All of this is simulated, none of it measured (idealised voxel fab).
voxel quadruple lines: a process module
Displayed cross-section: cut, width of 205 nm, square cells sized 5 nm.
The cross-sections in this document take the form of a grid made of square cells. They are written out as bands, in order from top to bottom. Each band consists of one or more rows of cells. Band entry format. Leading values: height of top, height of bottom, nm. Remainder: materials in left-to-right order, each with its width in nm. Special words: "throughout" on a single material, which then fills the band edge to edge; "blank", empty space. Height 0 is the level under which the wafer as received is all one material. The lowest band goes on downwards, as in "top 0, no bottom". So if you see something like "30..40" for the width, read it as the top row of the band sitting at the first number and the bottom row at the second, with every row in between moving by the same amount as the last. "everything unchanged" means the step left every cell of the cross-section as it was. The label "Cavities, sealed" introduces a list of the empty spaces, 8 cells or larger, that have no open way up to the top; each entry in it reads width x height at distance, where the distance is taken from the left edge and all three are stated in nm. Anything after a step's settings on that line? It's the simulator's own note about the step. "overlay nm" on a masked step: distance the mask lay right of its planned place, negative for left.
Plan:
1: RECEIVE [material Si]
2: CONFORMAL_DEP [material SiO2] [thk nm 10]
3: DIRECTIONAL_DEP [material TiN] [thk nm 15]
4: DIRECTIONAL_DEP [material polySi] [thk nm 20]
5: DIRECTIONAL_DEP [material aC] [thk nm 25]
6: PATTERN [tone cover] [mask id MANDREL] [material resist] [width nm 20] [thk nm 30] [overlay nm 0]
7: DIRECTIONAL_ETCH [etch materials aC] [depth nm 25]
8: STRIP [etch materials resist]
9: CONFORMAL_DEP [material SiO2] [thk nm 10]
10: DIRECTIONAL_ETCH [etch materials SiO2] [depth nm 10]
11: STRIP [etch materials aC]
12: DIRECTIONAL_ETCH [etch materials polySi] [depth nm 20]
13: STRIP [etch materials SiO2]
14: CONFORMAL_DEP [material SiN] [thk nm 5]
15: DIRECTIONAL_ETCH [etch materials SiN] [depth nm 5]
16: STRIP [etch materials polySi]
17: DIRECTIONAL_ETCH [etch materials TiN] [depth nm 5]
18: STRIP [etch materials SiN]
Don't read the plan's depth nm for step 17 as applying to every wafer: that's the first wafer's value, and the wafers differ in it, though they all start identical.
Cross-section, first of several wafers, as delivered after step 1:
top 0, no bottom: Si throughout
Cavities, sealed: none
Once step 18, the last step, is complete, the module is at its end; this is the cross-section of the first of several wafers:
top 25, bottom 20: blank 75 nm / TiN 5 nm / blank 10 nm / TiN 5 nm / blank 10 nm / TiN 5 nm / blank 10 nm / TiN 5 nm / blank 80 nm
top 20, bottom 10: TiN throughout
top 10, bottom 0: SiO2 throughout
top 0, no bottom: Si throughout
Cavities, sealed: none
Cross-sectional view, end of module, last wafer of several:
top 25, bottom 10: blank 75 nm / TiN 5 nm / blank 10 nm / TiN 5 nm / blank 10 nm / TiN 5 nm / blank 10 nm / TiN 5 nm / blank 80 nm
top 10, bottom 0: SiO2 throughout
top 0, no bottom: Si throughout
Cavities, sealed: none
What follows is a table in which each wafer occupies a row; for the wafer as it stands at the close of the module, the row states, material by material, how many cells have been gained (+) or lost (-) since receipt, and then gives its closed voids:
depth nm 5; +82 SiO2; +86 TiN; Cavities, sealed: none
depth nm 10; +82 SiO2; +49 TiN; Cavities, sealed: none
depth nm 15; +82 SiO2; +12 TiN; Cavities, sealed: none
depth nm 20; +82 SiO2; +12 TiN; Cavities, sealed: none
depth nm 25; +82 SiO2; +12 TiN; Cavities, sealed: none
depth nm 30; +82 SiO2; +12 TiN; Cavities, sealed: none
